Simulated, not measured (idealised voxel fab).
process module | voxel wiring stack
cross-section cut | 165 nm wide | cells 5 nm
A cross-section is a grid of square cells, given in bands from the top down. A band is one or more rows of cells.
Each band's line starts with the height of the band's top and of its bottom, in nm. Then come its materials from left to right, each with its width in nm. One material with "throughout" fills the band from edge to edge. "air" is empty space.
Height 0 is the level under which the wafer as received is all one material. The lowest band goes on downwards, as in "0 down".
A width such as "30 to 40" changes by the same amount from each row of cells to the next, from the band's top row to its bottom row.
"no change" after a step means that no cell of the cross-section changed.
closed voids: empty space of 8 cells or more with no open way to the top, each as width x height at its distance from the left edge, in nm
after a step's settings: what the simulator itself notes on the step
overlay nm, on a step with a mask: how far to the right of its planned place the mask lay; to the left if negative
plan
1 op RECEIVE | material Si
2 op CONFORMAL_DEP | material SiO2 | thk nm 10
3 op DIRECTIONAL_DEP | material TiN | thk nm 5
4 op DIRECTIONAL_DEP | material Ru | thk nm 25
5 op DIRECTIONAL_DEP | material aC | thk nm 15
6 op PATTERN | tone cover | mask id METAL_1 | material resist | width nm 25 | pitch nm 45 | thk nm 35 | overlay nm 0
7 op DIRECTIONAL_ETCH | etch materials aC | depth nm 15
8 op STRIP | etch materials resist
9 op DIRECTIONAL_ETCH | etch materials Ru | depth nm 25
10 op DIRECTIONAL_ETCH | etch materials TiN | depth nm 5
11 op STRIP | etch materials aC
12 op FILL_DEP | material SiO2 | thk nm 5
13 op CMP | height nm 40
14 op CONFORMAL_DEP | material SiCN | thk nm 5
15 op DIRECTIONAL_DEP | material SiO2 | thk nm 15
16 op DIRECTIONAL_DEP | material aC | thk nm 10
17 op PATTERN | tone open | mask id PLUG_1 | material resist | width nm 15 | thk nm 30 | overlay nm 0
18 op DIRECTIONAL_ETCH | etch materials aC | depth nm 10
19 op STRIP | etch materials resist
20 op DIRECTIONAL_ETCH | etch materials SiO2 | depth nm 15
21 op DIRECTIONAL_ETCH | etch materials SiCN | depth nm 5
22 op STRIP | etch materials aC
23 op CONFORMAL_DEP | material TiN | thk nm 5
24 op FILL_DEP | material W | thk nm 10
25 op CMP | height nm 60
26 op DIRECTIONAL_DEP | material TiN | thk nm 5
27 op DIRECTIONAL_DEP | material W | thk nm 20
28 op DIRECTIONAL_DEP | material aC | thk nm 10
29 op PATTERN | tone cover | mask id METAL_2 | material resist | width nm 25 | pitch nm 45 | thk nm 30 | overlay nm 0
30 op DIRECTIONAL_ETCH | etch materials aC | depth nm 10
31 op STRIP | etch materials resist
32 op DIRECTIONAL_ETCH | etch materials W | depth nm 20
33 op DIRECTIONAL_ETCH | etch materials TiN | depth nm 5
34 op STRIP | etch materials aC
35 op CONFORMAL_DEP | material SiCN | thk nm 5
36 op FILL_DEP | material SiO2 | thk nm 5
37 op CMP | height nm 85
38 op CONFORMAL_DEP | material SiCN | thk nm 5
as received, after step 1
  0 down: Si throughout
  closed voids: none
a wafer at the end: this start, this plan, one mistake
  90 to 85: SiCN throughout
  85 to 65: SiO2 40 | SiCN 5 | W 25 | SiCN 5 | SiO2 10 | SiCN 5 | W 25 | SiCN 5 | SiO2 45
  65 to 60: SiCN 45 | TiN 25 | SiCN 20 | TiN 25 | SiCN 50
  60 to 45: SiO2 55 | TiN 5 | W 5 | TiN 5 | SiO2 95
  45 to 40: SiCN 55 | TiN 15 | SiCN 95
  40 to 15: SiO2 45 | Ru 25 | SiO2 20 | Ru 25 | SiO2 50
  15 to 10: SiO2 45 | TiN 25 | SiO2 20 | TiN 25 | SiO2 50
  10 to 0: SiO2 throughout
  0 down: Si throughout
  closed voids: none
what went wrong: step 17 ran as: op PATTERN | tone open | mask id PLUG_1 | material resist | width nm 15 | thk nm 30 | overlay nm 10
